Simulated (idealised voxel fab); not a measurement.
process module | voxel ribs on slabs
cross-section cut | 250 nm wide | cells 5 nm
A cross-section is a grid of square cells, given in bands from the top down. A band is one or more rows of cells.
Each band's line starts with the height of the band's top and of its bottom, in nm. Then come its materials from left to right, each with its width in nm. One material with "throughout" fills the band from edge to edge. "air" is empty space.
Height 0 is the level under which the wafer as received is all one material. The lowest band goes on downwards, as in "0 down".
A width such as "30 to 40" changes by the same amount from each row of cells to the next, from the band's top row to its bottom row.
"no change" after a step means that no cell of the cross-section changed.
closed voids: empty space of 8 cells or more with no open way to the top, each as width x height at its distance from the left edge, in nm
after a step's settings: what the simulator itself notes on the step
overlay nm, on a step with a mask: how far to the right of its planned place the mask lay; to the left if negative
plan
1 op RECEIVE | material Si
2 op DIRECTIONAL_DEP | material SiO2 | thk nm 20
3 op DIRECTIONAL_DEP | material SiN | thk nm 20
4 op PATTERN | tone cover | mask id RIB | material resist | width nm 25 | thk nm 20 | overlay nm 0
5 op DIRECTIONAL_ETCH | etch materials SiN | depth nm 10
6 op STRIP | etch materials resist
7 op PATTERN | tone cover | mask id SLAB | material resist | width nm 55 | thk nm 15 | overlay nm 0
8 op DIRECTIONAL_ETCH | etch materials SiN | depth nm 10
9 op STRIP | etch materials resist
10 op FILL_DEP | material SiO2 | thk nm 15
11 op CMP | height nm 50
12 op DIRECTIONAL_DEP | material TiN | thk nm 10
13 op MASKED_ETCH | tone cover | mask id HEATER | width nm 35 | etch materials TiN | depth nm 10 | overlay nm 0
14 op CONFORMAL_DEP | material SiN | thk nm 10
as received, after step 1
  0 down: Si throughout
  closed voids: none
a wafer at the end: this start, this plan, one mistake
  70 to 60: air 95 | SiN 55 | air 100
  60 to 50: SiN 105 | TiN 35 | SiN 110
  50 to 40: SiO2 throughout
  40 to 30: SiO2 110 | SiN 25 | SiO2 115
  30 to 20: SiO2 90 | SiN 55 | SiO2 105
  20 to 0: SiO2 throughout
  0 down: Si throughout
  closed voids: none
what went wrong: step 7 ran as: op PATTERN | tone cover | mask id SLAB | material resist | width nm 55 | thk nm 15 | overlay nm -5
